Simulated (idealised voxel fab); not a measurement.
process module | voxel trench capacitor
cross-section cut | 260 nm wide | cells 5 nm
A cross-section is a grid of square cells, given in bands from the top down. A band is one or more rows of cells.
Each band's line starts with the height of the band's top and of its bottom, in nm. Then come its materials from left to right, each with its width in nm. One material with "throughout" fills the band from edge to edge. "air" is empty space.
Height 0 is the level under which the wafer as received is all one material. The lowest band goes on downwards, as in "0 down".
A width such as "30 to 40" changes by the same amount from each row of cells to the next, from the band's top row to its bottom row.
"no change" after a step means that no cell of the cross-section changed.
closed voids: empty space of 8 cells or more with no open way to the top, each as width x height at its distance from the left edge, in nm
after a step's settings: what the simulator itself notes on the step
overlay nm, on a step with a mask: how far to the right of its planned place the mask lay; to the left if negative
plan
1 op RECEIVE | material Si
2 op CONFORMAL_DEP | material SiN | thk nm 5
3 op MASKED_ETCH | tone open | mask id TRENCH | width nm 15 | pitch nm 40 | etch materials SiN | depth nm 5 | overlay nm 0
4 op MASKED_ETCH | tone open | mask id TRENCH | width nm 15 | pitch nm 40 | etch materials Si | depth nm 40 | overlay nm 0
5 op CONFORMAL_DEP | material Al2O3 | thk nm 5
6 op FILL_DEP | material polySi | thk nm 5
7 op CMP | height nm 5
first wafer, as planned
as received, after step 1
  0 down: Si throughout
  closed voids: none
after step 2
  5 to 0: SiN throughout
  below 0: unchanged
after step 3
  5 to 0: SiN 100 | air 15 | SiN 25 | air 15 | SiN 105
  below 0: unchanged
after step 4
  5 to 0: SiN 100 | air 15 | SiN 25 | air 15 | SiN 105
  0 to -40: Si 100 | air 15 | Si 25 | air 15 | Si 105
  below -40: unchanged
after step 5
  10 to 5: Al2O3 105 | air 5 | Al2O3 35 | air 5 | Al2O3 110
  5 to 0: SiN 100 | Al2O3 5 | air 5 | Al2O3 5 | SiN 25 | Al2O3 5 | air 5 | Al2O3 5 | SiN 105
  0 to -35: Si 100 | Al2O3 5 | air 5 | Al2O3 5 | Si 25 | Al2O3 5 | air 5 | Al2O3 5 | Si 105
  -35 to -40: Si 100 | Al2O3 15 | Si 25 | Al2O3 15 | Si 105
  below -40: unchanged
after step 6
  15 to 10: polySi throughout
  10 to 5: Al2O3 105 | polySi 5 | Al2O3 35 | polySi 5 | Al2O3 110
  5 to 0: SiN 100 | Al2O3 5 | polySi 5 | Al2O3 5 | SiN 25 | Al2O3 5 | polySi 5 | Al2O3 5 | SiN 105
  0 to -35: Si 100 | Al2O3 5 | polySi 5 | Al2O3 5 | Si 25 | Al2O3 5 | polySi 5 | Al2O3 5 | Si 105
  below -35: unchanged
after step 7
  5 to 0: SiN 100 | Al2O3 5 | polySi 5 | Al2O3 5 | SiN 25 | Al2O3 5 | polySi 5 | Al2O3 5 | SiN 105
  below 0: unchanged
second wafer: like start, like plan, one mistake. Through step 5 it matches the first wafer
when step 6 should have ended
  15 to 10: SiN throughout
  10 to 5: Al2O3 105 | SiN 5 | Al2O3 35 | SiN 5 | Al2O3 110
  5 to 0: SiN 100 | Al2O3 5 | SiN 5 | Al2O3 5 | SiN 25 | Al2O3 5 | SiN 5 | Al2O3 5 | SiN 105
  0 to -35: Si 100 | Al2O3 5 | SiN 5 | Al2O3 5 | Si 25 | Al2O3 5 | SiN 5 | Al2O3 5 | Si 105
  below -35: unchanged
when step 7 should have ended
  5 to 0: SiN 100 | Al2O3 5 | SiN 5 | Al2O3 5 | SiN 25 | Al2O3 5 | SiN 5 | Al2O3 5 | SiN 105
  below 0: unchanged
what went wrong: step 6 ran as: op FILL_DEP | material SiN | thk nm 5
at the end the second wafer has, in cells: 16 more of SiN | 16 fewer of polySi
